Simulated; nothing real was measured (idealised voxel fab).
This section sets out a process module, namely voxel capacitor over wiring.
It is cross-section cut that appears here, measuring 200 nm in width, its square cells being 5 nm in size.
Cross-section, as written here: a square-cell grid given band by band from the top down, where a band holds one or more rows of cells. It is stipulated that each band's entry specify, in nanometres, the height of the top of the band and then that of its bottom, followed by the materials of the band in left-to-right sequence, each together with its width in nanometres. A single material marked by the word "all across" is understood to fill the band from edge to edge; the word "blank" is understood to denote empty space. It should be noted that heights are counted from 0, beneath which the wafer as supplied is of one material throughout, and that the lowest band possesses no lower boundary but continues downward, as written in "0 nm and below". Read "30..40" as a graded width: first number on top, second number at the bottom, same change between each pair of neighbouring rows. What does "remains unaltered" mean for a step? It means no cell of the cross-section changed in that step. In the "Tabulated closed voids" entry, you get each enclosed empty space of 8 cells or more, one with no open way to the top, written width x height at distance, distance from the left edge, in nm. Formally, on a step line, whatever follows the settings is a remark that the simulator itself makes on the step. overlay nm: how far to the right of its planned place the mask lay on this masked step (negative: to the left).

-- plan
| 1 | RECEIVE [material Si] |
| 2 | CONFORMAL_DEP [material SiO2] [thk nm 15] |
| 3 | CONFORMAL_DEP [material SiCN] [thk nm 5] |
| 4 | DIRECTIONAL_DEP [material SiO2] [thk nm 20] |
| 5 | DIRECTIONAL_DEP [material aC] [thk nm 15] |
| 6 | PATTERN [tone open] [mask id METAL_1] [material resist] [width nm 25] [pitch nm 90] [thk nm 35] [overlay nm 0] |
| 7 | DIRECTIONAL_ETCH [etch materials aC] [depth nm 15] |
| 8 | STRIP [etch materials resist] |
| 9 | DIRECTIONAL_ETCH [etch materials SiO2] [depth nm 20] |
| 10 | DIRECTIONAL_ETCH [etch materials SiCN] [depth nm 5] |
| 11 | STRIP [etch materials aC] |
| 12 | CONFORMAL_DEP [material TiN] [thk nm 5] |
| 13 | FILL_DEP [material Cu] [thk nm 10] |
| 14 | CMP [height nm 40] |
| 15 | EPI [material Ru] [thk nm 5] |
| 16 | FILL_DEP [material SiCN] [thk nm 5] |
| 17 | DIRECTIONAL_DEP [material lowk] [thk nm 10] |
| 18 | PATTERN [tone open] [mask id PLUG_1] [material resist] [width nm 15] [thk nm 20] [overlay nm 0] |
| 19 | DIRECTIONAL_ETCH [etch materials lowk] [depth nm 10] |
| 20 | DIRECTIONAL_ETCH [etch materials SiCN] [depth nm 5] |
| 21 | STRIP [etch materials resist] |
| 22 | EPI [material Ru] [thk nm 10] |
| 23 | EPI [material Ru] [thk nm 5] |
| 24 | DIRECTIONAL_DEP [material TiN] [thk nm 10] |
| 25 | DIRECTIONAL_DEP [material HfO2] [thk nm 5] |
| 26 | DIRECTIONAL_DEP [material TiN] [thk nm 5] |
| 27 | DIRECTIONAL_DEP [material aC] [thk nm 10] |
| 28 | PATTERN [tone cover] [mask id UPPER_PLATE] [material resist] [width nm 70] [thk nm 25] [overlay nm 0] |
| 29 | DIRECTIONAL_ETCH [etch materials aC] [depth nm 10] |
| 30 | STRIP [etch materials resist] |
| 31 | DIRECTIONAL_ETCH [etch materials TiN] [depth nm 5] |
| 32 | DIRECTIONAL_ETCH [etch materials HfO2] [depth nm 5] |
| 33 | STRIP [etch materials aC] |
| 34 | PATTERN [tone cover] [mask id LOWER_PLATE] [material resist] [width nm 80] [thk nm 15] [overlay nm 0] |
| 35 | DIRECTIONAL_ETCH [etch materials TiN] [depth nm 10] |
| 36 | STRIP [etch materials resist] |
| 37 | FILL_DEP [material SiO2] [thk nm 20] |
| 38 | CMP [height nm 95] |
| 39 | DIRECTIONAL_DEP [material aC] [thk nm 15] |
| 40 | PATTERN [tone open] [mask id PLUG_2] [material resist] [width nm 15] [thk nm 30] [overlay nm 0] |
| 41 | DIRECTIONAL_ETCH [etch materials aC] [depth nm 15] |
| 42 | STRIP [etch materials resist] |
| 43 | DIRECTIONAL_ETCH [etch materials SiO2] [depth nm 15] |
| 44 | STRIP [etch materials aC] |
| 45 | CONFORMAL_DEP [material TiN] [thk nm 5] |
| 46 | FILL_DEP [material Ru] [thk nm 5] |
| 47 | CMP [height nm 95] |
| 48 | CONFORMAL_DEP [material SiCN] [thk nm 5] |

-- Cross-section of the wafer at receipt, which is the condition after step 1
- 0 nm and below = Si all across
- Tabulated closed voids: none

-- Cross-sectional result after module completion. Note: starting condition and plan are unchanged from above; one processing mistake was made
- 100 nm to 95 nm = SiCN all across
- 95 nm to 85 nm = 60..50 of SiO2, then 15..25 of TiN, then 125 of SiO2
- 85 nm to 80 nm = 50 of SiO2, then 25 of HfO2, then 125 of SiO2
- 80 nm to 75 nm = 45 of SiO2, then 75 of TiN, then 80 of SiO2
- 75 nm to 70 nm = 45 of SiO2, then 30 of TiN, then 45 of HfO2, then 80 of SiO2
- 70 nm to 60 nm = 40 of SiO2, then 35 of Ru, then 50 of TiN, then 75 of SiO2
- 60 nm to 50 nm = 50 of lowk, then 15 of Ru, then 135 of lowk
- 50 nm to 45 nm = 50 of SiCN, then 15 of Ru, then 135 of SiCN
- 45 nm to 40 nm = 35 of SiCN, then 35 of Ru, then 55 of SiCN, then 35 of Ru, then 40 of SiCN
- 40 nm to 20 nm = 40 of SiO2, then 5 of TiN, then 15 of Cu, then 5 of TiN, then 65 of SiO2, then 5 of TiN, then 15 of Cu, then 5 of TiN, then 45 of SiO2
- 20 nm to 15 nm = 40 of SiCN, then 25 of TiN, then 65 of SiCN, then 25 of TiN, then 45 of SiCN
- 15 nm to 0 nm = SiO2 all across
- 0 nm and below = Si all across
- Tabulated closed voids: none
Run error: step 22 of the plan was executed twice over
